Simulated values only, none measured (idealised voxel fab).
The following is a process module called voxel capacitor over wiring.
Displayed cross-section: cut, width of 160 nm, square cells sized 5 nm.
Each cross-section below is a grid of square cells, stated as bands in top-down order, with one or more rows of cells making up each band. Read a band's entry like this: the first values are the height of its top and the height of its bottom in nm, and what follows is the sequence of materials from left to right, each with its width in nm. Note that "air" is empty space, and that a single material marked "edge to edge" reaches across the band from edge to edge. Height reference: 0 = level under which incoming wafer is all one material. Lowest band: no bottom, runs on downward, e.g. "0 nm and below". Think of "30 to 40" as a width that walks from the first number to the second as you go down the band, top row to bottom row, taking equal-sized steps from row to row. Any step labelled "no change occurred" changed none of the cells in the cross-section. Reported under the label "Enclosed voids" are the empty spaces having no open way to the top and comprising 8 cells or more; the notation for each is width x height at distance, in which the distance is measured from the left edge and all three values are in nm. Anything after a step's settings on that line? It's the simulator's own note about the step. overlay nm: for a step with a mask, the amount by which the mask lay right of where it was planned; a negative amount means left of it.
THE STEPS PLANNED FOR THE PROCESS ARE AS FOLLOWS
| 1 | RECEIVE [material Si] |
| 2 | CONFORMAL_DEP [material SiO2] [thk nm 10] |
| 3 | DIRECTIONAL_DEP [material TiN] [thk nm 5] |
| 4 | DIRECTIONAL_DEP [material Ru] [thk nm 20] |
| 5 | PATTERN [tone cover] [mask id METAL_1] [material resist] [width nm 25] [pitch nm 75] [thk nm 15] [overlay nm 0] |
| 6 | DIRECTIONAL_ETCH [etch materials Ru] [depth nm 20] |
| 7 | DIRECTIONAL_ETCH [etch materials TiN] [depth nm 5] |
| 8 | STRIP [etch materials resist] |
| 9 | CONFORMAL_DEP [material SiCN] [thk nm 5] |
| 10 | FILL_DEP [material lowk] [thk nm 10] |
| 11 | CMP [height nm 35] |
| 12 | CONFORMAL_DEP [material SiCN] [thk nm 5] |
| 13 | DIRECTIONAL_DEP [material lowk] [thk nm 10] |
| 14 | PATTERN [tone open] [mask id PLUG_1] [material resist] [width nm 15] [thk nm 15] [overlay nm 0] |
| 15 | DIRECTIONAL_ETCH [etch materials lowk] [depth nm 10] |
| 16 | DIRECTIONAL_ETCH [etch materials SiCN] [depth nm 5] |
| 17 | STRIP [etch materials resist] |
| 18 | CONFORMAL_DEP [material TiN] [thk nm 5] |
| 19 | FILL_DEP [material Cu] [thk nm 5] |
| 20 | CMP [height nm 50] |
| 21 | DIRECTIONAL_DEP [material TiN] [thk nm 5] |
| 22 | DIRECTIONAL_DEP [material Al2O3] [thk nm 5] |
| 23 | DIRECTIONAL_DEP [material TiN] [thk nm 10] |
| 24 | MASKED_ETCH [tone cover] [mask id UPPER_PLATE] [width nm 55] [etch materials TiN] [depth nm 10] [overlay nm 0] |
| 25 | MASKED_ETCH [tone cover] [mask id UPPER_PLATE] [width nm 55] [etch materials Al2O3] [depth nm 5] [overlay nm 0] |
| 26 | MASKED_ETCH [tone cover] [mask id LOWER_PLATE] [width nm 65] [etch materials TiN] [depth nm 5] [overlay nm 0] |
| 27 | FILL_DEP [material SiO2] [thk nm 15] |
| 28 | CMP [height nm 80] |
| 29 | DIRECTIONAL_DEP [material aC] [thk nm 15] |
| 30 | PATTERN [tone open] [mask id PLUG_2] [material resist] [width nm 15] [thk nm 35] [overlay nm 0] |
| 31 | DIRECTIONAL_ETCH [etch materials aC] [depth nm 15] |
| 32 | STRIP [etch materials resist] |
| 33 | DIRECTIONAL_ETCH [etch materials SiO2] [depth nm 10] |
| 34 | STRIP [etch materials aC] |
| 35 | CONFORMAL_DEP [material TiN] [thk nm 5] |
| 36 | FILL_DEP [material Cu] [thk nm 10] |
| 37 | CMP [height nm 80] |
| 38 | CONFORMAL_DEP [material SiCN] [thk nm 5] |
CROSS-SECTION OF THE WAFER AS IT CAME TO US, I.E., ALREADY THROUGH STEP 1
  0 nm and below: Si edge to edge
  Enclosed voids: none
RUN AS PLANNED - FIRST OF THE TWO WAFERS CROSS-SECTIONED AT THE END OF THE MODULE
  85 nm to 80 nm: SiCN edge to edge
  80 nm to 75 nm: 50 nm SiO2  5 nm TiN  5 nm Cu  5 nm TiN  95 nm SiO2
  75 nm to 70 nm: 50 nm SiO2  15 nm TiN  95 nm SiO2
  70 nm to 60 nm: 40 nm SiO2  55 nm TiN  65 nm SiO2
  60 nm to 55 nm: 40 nm SiO2  55 nm Al2O3  65 nm SiO2
  55 nm to 50 nm: 35 nm SiO2  65 nm TiN  60 nm SiO2
  50 nm to 40 nm: 40 nm lowk  5 nm TiN  5 nm Cu  5 nm TiN  105 nm lowk
  40 nm to 35 nm: 40 nm SiCN  15 nm TiN  105 nm SiCN
  35 nm to 15 nm: 25 nm lowk  5 nm SiCN  25 nm Ru  5 nm SiCN  40 nm lowk  5 nm SiCN  25 nm Ru  5 nm SiCN  25 nm lowk
  15 nm to 10 nm: 30 nm SiCN  25 nm TiN  50 nm SiCN  25 nm TiN  30 nm SiCN
  10 nm to 0 nm: SiO2 edge to edge
  0 nm and below: Si edge to edge
  Enclosed voids: none
CROSS-SECTION, WAFER TWO OF TWO, END OF MODULE: SAME START AND PLAN AS WAFER ONE, ONE ERROR IN EXECUTION
  85 nm to 80 nm: SiCN edge to edge
  80 nm to 75 nm: 50 nm SiO2  5 nm TiN  5 nm Cu  5 nm TiN  95 nm SiO2
  75 nm to 70 nm: 50 nm SiO2  15 nm TiN  95 nm SiO2
  70 nm to 60 nm: 40 nm SiO2  55 nm TiN  65 nm SiO2
  60 nm to 55 nm: 40 nm SiO2  55 nm Al2O3  65 nm SiO2
  55 nm to 50 nm: 35 nm SiO2  65 nm TiN  60 nm SiO2
  50 nm to 40 nm: 40 nm lowk  5 nm TiN  5 nm Cu  5 nm TiN  105 nm lowk
  40 nm to 35 nm: 40 nm SiCN  15 nm TiN  105 nm SiCN
  35 nm to 15 nm: 25 nm lowk  5 nm SiCN  25 nm Ru  5 nm SiCN  40 nm lowk  5 nm SiCN  25 nm Ru  5 nm SiCN  25 nm lowk
  15 nm to 10 nm: 30 nm SiCN  25 nm TiN  50 nm SiCN  25 nm TiN  30 nm SiCN
  10 nm to 0 nm: Cu edge to edge
  0 nm and below: Si edge to edge
  Enclosed voids: none
Heads up, the wafer didn't run the way we planned it: step 2: run off-plan, actual operation and settings CONFORMAL_DEP [material Cu] [thk nm 10]
End check, counted in cells, second wafer has more or fewer of these materials than the first: 64 more of Cu; 64 fewer of SiO2
